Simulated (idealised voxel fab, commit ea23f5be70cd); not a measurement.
A process module follows: voxel self aligned vias.
Section shown: cut. Width: 140 nm. Cell size: 5 nm, square.
We lay out every cross-section as a grid of square cells and spell it out in bands from the top down, where one band means one or more rows of cells. The entry gives the band's vertical extent as a top height and a bottom height in nm, then its horizontal make-up as materials from left to right, each with a width in nm. "empty" stands for empty space; a single material marked "throughout" fills the band edge to edge. Below 0: as-received wafer, all one material; heights counted from there. Lowest band: no bottom, goes on down, written "0 and below". When a width is written as two numbers, as in "30 to 40", the first number is the width in the top row of cells of the band and the second is the width in its bottom row, and the width changes by the same amount from each row to the next. Step marked "everything unchanged"? Then no cell in the cross-section changed in it. In the "Sealed voids" entry, you get each enclosed empty space of 8 cells or more, one with no open way to the top, written width x height at distance, distance from the left edge, in nm. Text after the settings on a step's line: the simulator's own remark on that step. overlay nm: for a step with a mask, the amount by which the mask lay right of where it was planned; a negative amount means left of it.

[Process steps (planned)]
1 RECEIVE: material Si
2 CONFORMAL_DEP: material SiO2, thk nm 10
3 CONFORMAL_DEP: material SiCN, thk nm 5
4 DIRECTIONAL_DEP: material lowk, thk nm 20
5 MASKED_ETCH: tone open, mask id LINES, width nm 30, pitch nm 70, etch materials lowk, depth nm 20, overlay nm 0
6 CONFORMAL_DEP: material TiN, thk nm 5
7 FILL_DEP: material Ru, thk nm 5
8 CMP: height nm 35
9 SELECTIVE_ETCH: etch materials W Ru TiN, depth nm 5
10 FILL_DEP: material SiN, thk nm 10
11 CMP: height nm 35
12 DIRECTIONAL_DEP: material lowk, thk nm 20
13 PATTERN: tone open, mask id VIAS, material resist, width nm 40, thk nm 20, overlay nm 0
14 DIRECTIONAL_ETCH: etch materials lowk, depth nm 20
15 DIRECTIONAL_ETCH: etch materials SiN, depth nm 5
16 STRIP: etch materials resist
17 CONFORMAL_DEP: material TiN, thk nm 5
18 FILL_DEP: material Cu, thk nm 10
19 CMP: height nm 55
20 CONFORMAL_DEP: material SiCN, thk nm 5

[The first wafer of two, processed as planned]

[The cross-section here shows the wafer as received, i.e. in its state after step 1]
    0 and below | Si throughout
    Sealed voids: none

[Upon completion of step 2, the wafer appears in cross-section as shown]
    10 down to 0 | SiO2 throughout
    At heights below 0, the structure remains unaltered.

[Upon completion of step 3, the wafer appears in cross-section as shown]
    15 down to 10 | SiCN throughout
    At heights below 10, the structure remains unaltered.

[Upon completion of step 4, the wafer appears in cross-section as shown]
    35 down to 15 | lowk throughout
    At heights below 15, the structure remains unaltered.

[Upon completion of step 5, the wafer appears in cross-section as shown]
    35 down to 15 | lowk: 20 | empty: 30 | lowk: 40 | empty: 30 | lowk: 20
    At heights below 15, the structure remains unaltered.

[Upon completion of step 6, the wafer appears in cross-section as shown]
    40 down to 35 | TiN: 25 | empty: 20 | TiN: 50 | empty: 20 | TiN: 25
    35 down to 20 | lowk: 20 | TiN: 5 | empty: 20 | TiN: 5 | lowk: 40 | TiN: 5 | empty: 20 | TiN: 5 | lowk: 20
    20 down to 15 | lowk: 20 | TiN: 30 | lowk: 40 | TiN: 30 | lowk: 20
    At heights below 15, the structure remains unaltered.

[Upon completion of step 7, the wafer appears in cross-section as shown]
    45 down to 40 | Ru throughout
    40 down to 35 | TiN: 25 | Ru: 20 | TiN: 50 | Ru: 20 | TiN: 25
    35 down to 20 | lowk: 20 | TiN: 5 | Ru: 20 | TiN: 5 | lowk: 40 | TiN: 5 | Ru: 20 | TiN: 5 | lowk: 20
    At heights below 20, the structure remains unaltered.

[Upon completion of step 8, the wafer appears in cross-section as shown]
    35 down to 20 | lowk: 20 | TiN: 5 | Ru: 20 | TiN: 5 | lowk: 40 | TiN: 5 | Ru: 20 | TiN: 5 | lowk: 20
    At heights below 20, the structure remains unaltered.

[Upon completion of step 9, the wafer appears in cross-section as shown]
    35 down to 30 | lowk: 20 | empty: 30 | lowk: 40 | empty: 30 | lowk: 20
    At heights below 30, the structure remains unaltered.

[Upon completion of step 10, the wafer appears in cross-section as shown]
    45 down to 35 | SiN throughout
    35 down to 30 | lowk: 20 | SiN: 30 | lowk: 40 | SiN: 30 | lowk: 20
    At heights below 30, the structure remains unaltered.

[Upon completion of step 11, the wafer appears in cross-section as shown]
    35 down to 30 | lowk: 20 | SiN: 30 | lowk: 40 | SiN: 30 | lowk: 20
    At heights below 30, the structure remains unaltered.

[Upon completion of step 12, the wafer appears in cross-section as shown]
    55 down to 35 | lowk throughout
    At heights below 35, the structure remains unaltered.

[Upon completion of step 13, the wafer appears in cross-section as shown]
    75 down to 55 | resist: 15 | empty: 40 | resist: 85
    At heights below 55, the structure remains unaltered.

[Upon completion of step 14, the wafer appears in cross-section as shown]
    75 down to 55 | resist: 15 | empty: 40 | resist: 85
    55 down to 35 | lowk: 15 | empty: 40 | lowk: 85
    At heights below 35, the structure remains unaltered.

[Upon completion of step 15, the wafer appears in cross-section as shown]
    75 down to 55 | resist: 15 | empty: 40 | resist: 85
    55 down to 35 | lowk: 15 | empty: 40 | lowk: 85
    35 down to 30 | lowk: 20 | empty: 30 | lowk: 40 | SiN: 30 | lowk: 20
    At heights below 30, the structure remains unaltered.

[Upon completion of step 16, the wafer appears in cross-section as shown]
    55 down to 35 | lowk: 15 | empty: 40 | lowk: 85
    At heights below 35, the structure remains unaltered.

[Upon completion of step 17, the wafer appears in cross-section as shown]
    60 down to 55 | TiN: 20 | empty: 30 | TiN: 90
    55 down to 40 | lowk: 15 | TiN: 5 | empty: 30 | TiN: 5 | lowk: 85
    40 down to 35 | lowk: 15 | TiN: 10 | empty: 20 | TiN: 10 | lowk: 85
    35 down to 30 | lowk: 20 | TiN: 30 | lowk: 40 | SiN: 30 | lowk: 20
    At heights below 30, the structure remains unaltered.

[Upon completion of step 18, the wafer appears in cross-section as shown]
    70 down to 60 | Cu throughout
    60 down to 55 | TiN: 20 | Cu: 30 | TiN: 90
    55 down to 40 | lowk: 15 | TiN: 5 | Cu: 30 | TiN: 5 | lowk: 85
    40 down to 35 | lowk: 15 | TiN: 10 | Cu: 20 | TiN: 10 | lowk: 85
    At heights below 35, the structure remains unaltered.

[Upon completion of step 19, the wafer appears in cross-section as shown]
    55 down to 40 | lowk: 15 | TiN: 5 | Cu: 30 | TiN: 5 | lowk: 85
    At heights below 40, the structure remains unaltered.

[Upon completion of step 20, the wafer appears in cross-section as shown]
    60 down to 55 | SiCN throughout
    At heights below 55, the structure remains unaltered.

[Okay, second wafer. Nothing different at the start, nothing different in the plan, just one mistake somewhere in the running. As far as step 12, counting that step, it's the first wafer all over again]

[Second wafer profile in section, at the moment step 13 of the plan was meant to be complete]
    75 down to 55 | resist: 25 | empty: 40 | resist: 75
    At heights below 55, the structure remains unaltered.

[Second wafer profile in section, at the moment step 14 of the plan was meant to be complete]
    75 down to 55 | resist: 25 | empty: 40 | resist: 75
    55 down to 35 | lowk: 25 | empty: 40 | lowk: 75
    At heights below 35, the structure remains unaltered.

[Second wafer profile in section, at the moment step 15 of the plan was meant to be complete]
    75 down to 55 | resist: 25 | empty: 40 | resist: 75
    55 down to 35 | lowk: 25 | empty: 40 | lowk: 75
    35 down to 30 | lowk: 20 | SiN: 5 | empty: 25 | lowk: 40 | SiN: 30 | lowk: 20
    At heights below 30, the structure remains unaltered.

[Second wafer profile in section, at the moment step 16 of the plan was meant to be complete]
    55 down to 35 | lowk: 25 | empty: 40 | lowk: 75
    At heights below 35, the structure remains unaltered.

[Second wafer profile in section, at the moment step 17 of the plan was meant to be complete]
    60 down to 55 | TiN: 30 | empty: 30 | TiN: 80
    55 down to 40 | lowk: 25 | TiN: 5 | empty: 30 | TiN: 5 | lowk: 75
    40 down to 35 | lowk: 25 | TiN: 5 | empty: 15 | TiN: 20 | lowk: 75
    35 down to 30 | lowk: 20 | SiN: 5 | TiN: 25 | lowk: 40 | SiN: 30 | lowk: 20
    At heights below 30, the structure remains unaltered.

[Second wafer profile in section, at the moment step 18 of the plan was meant to be complete]
    70 down to 60 | Cu throughout
    60 down to 55 | TiN: 30 | Cu: 30 | TiN: 80
    55 down to 40 | lowk: 25 | TiN: 5 | Cu: 30 | TiN: 5 | lowk: 75
    40 down to 35 | lowk: 25 | TiN: 5 | Cu: 15 | TiN: 20 | lowk: 75
    At heights below 35, the structure remains unaltered.

[Second wafer profile in section, at the moment step 19 of the plan was meant to be complete]
    55 down to 40 | lowk: 25 | TiN: 5 | Cu: 30 | TiN: 5 | lowk: 75
    At heights below 40, the structure remains unaltered.

[Second wafer profile in section, at the moment step 20 of the plan was meant to be complete]
    60 down to 55 | SiCN throughout
    At heights below 55, the structure remains unaltered.
The plan and the run diverged here: step 13 ran as: PATTERN: tone open, mask id VIAS, material resist, width nm 40, thk nm 20, overlay nm 10
FYI, end of process, the second wafer has more or fewer cells of some materials than the first: Cu -1, SiN +1
